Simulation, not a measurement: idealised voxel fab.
process module | voxel wiring stack
cross-section cut | 175 nm wide | cells 5 nm
A cross-section is a grid of square cells, given in bands from the top down. A band is one or more rows of cells.
Each band's line starts with the height of the band's top and of its bottom, in nm. Then come its materials from left to right, each with its width in nm. One material with "throughout" fills the band from edge to edge. "air" is empty space.
Height 0 is the level under which the wafer as received is all one material. The lowest band goes on downwards, as in "0 down".
A width such as "30 to 40" changes by the same amount from each row of cells to the next, from the band's top row to its bottom row.
"no change" after a step means that no cell of the cross-section changed.
closed voids: empty space of 8 cells or more with no open way to the top, each as width x height at its distance from the left edge, in nm
after a step's settings: what the simulator itself notes on the step
overlay nm, on a step with a mask: how far to the right of its planned place the mask lay; to the left if negative
plan
1 op RECEIVE | material Si
2 op CONFORMAL_DEP | material SiO2 | thk nm 10
3 op DIRECTIONAL_DEP | material TiN | thk nm 5
4 op DIRECTIONAL_DEP | material W | thk nm 15
5 op PATTERN | tone cover | mask id METAL_1 | material resist | width nm 30 | pitch nm 55 | thk nm 15 | overlay nm 0
6 op DIRECTIONAL_ETCH | etch materials W | depth nm 15
7 op DIRECTIONAL_ETCH | etch materials TiN | depth nm 5
8 op STRIP | etch materials resist
9 op FILL_DEP | material lowk | thk nm 5
10 op CMP | height nm 30
11 op CONFORMAL_DEP | material SiCN | thk nm 5
12 op DIRECTIONAL_DEP | material SiO2 | thk nm 35
13 op PATTERN | tone open | mask id METAL_2 | material resist | width nm 30 | pitch nm 55 | thk nm 20 | overlay nm 0
14 op DIRECTIONAL_ETCH | etch materials SiO2 | depth nm 20
15 op STRIP | etch materials resist
16 op PATTERN | tone open | mask id METAL_2_HOLES | material resist | width nm 15 | pitch nm 55 | thk nm 20 | overlay nm 0
17 op DIRECTIONAL_ETCH | etch materials SiO2 | depth nm 15
18 op DIRECTIONAL_ETCH | etch materials SiCN | depth nm 5
19 op STRIP | etch materials resist
20 op CONFORMAL_DEP | material TiN | thk nm 5
21 op FILL_DEP | material Cu | thk nm 5
22 op CMP | height nm 70
23 op CONFORMAL_DEP | material SiCN | thk nm 5
as received, after step 1
  0 down: Si throughout
  closed voids: none
a wafer at the end: this start, this plan, one mistake
  75 to 70: SiCN throughout
  70 to 55: SiO2 15 | TiN 5 | lowk 20 | TiN 5 | SiO2 25 | TiN 5 | lowk 20 | TiN 5 | SiO2 25 | TiN 5 | lowk 20 | TiN 5 | SiO2 20
  55 to 50: SiO2 15 | TiN 5 | lowk 5 | TiN 20 | SiO2 25 | TiN 5 | lowk 5 | TiN 20 | SiO2 25 | TiN 5 | lowk 5 | TiN 20 | SiO2 20
  50 to 35: SiO2 15 | TiN 5 | lowk 5 | TiN 5 | SiO2 40 | TiN 5 | lowk 5 | TiN 5 | SiO2 40 | TiN 5 | lowk 5 | TiN 5 | SiO2 35
  35 to 30: SiCN 15 | TiN 15 | SiCN 40 | TiN 15 | SiCN 40 | TiN 15 | SiCN 35
  30 to 15: lowk 15 | W 30 | lowk 25 | W 30 | lowk 25 | W 30 | lowk 20
  15 to 10: lowk 15 | TiN 30 | lowk 25 | TiN 30 | lowk 25 | TiN 30 | lowk 20
  10 to 0: SiO2 throughout
  0 down: Si throughout
  closed voids: none
what went wrong: step 21 ran as: op FILL_DEP | material lowk | thk nm 5
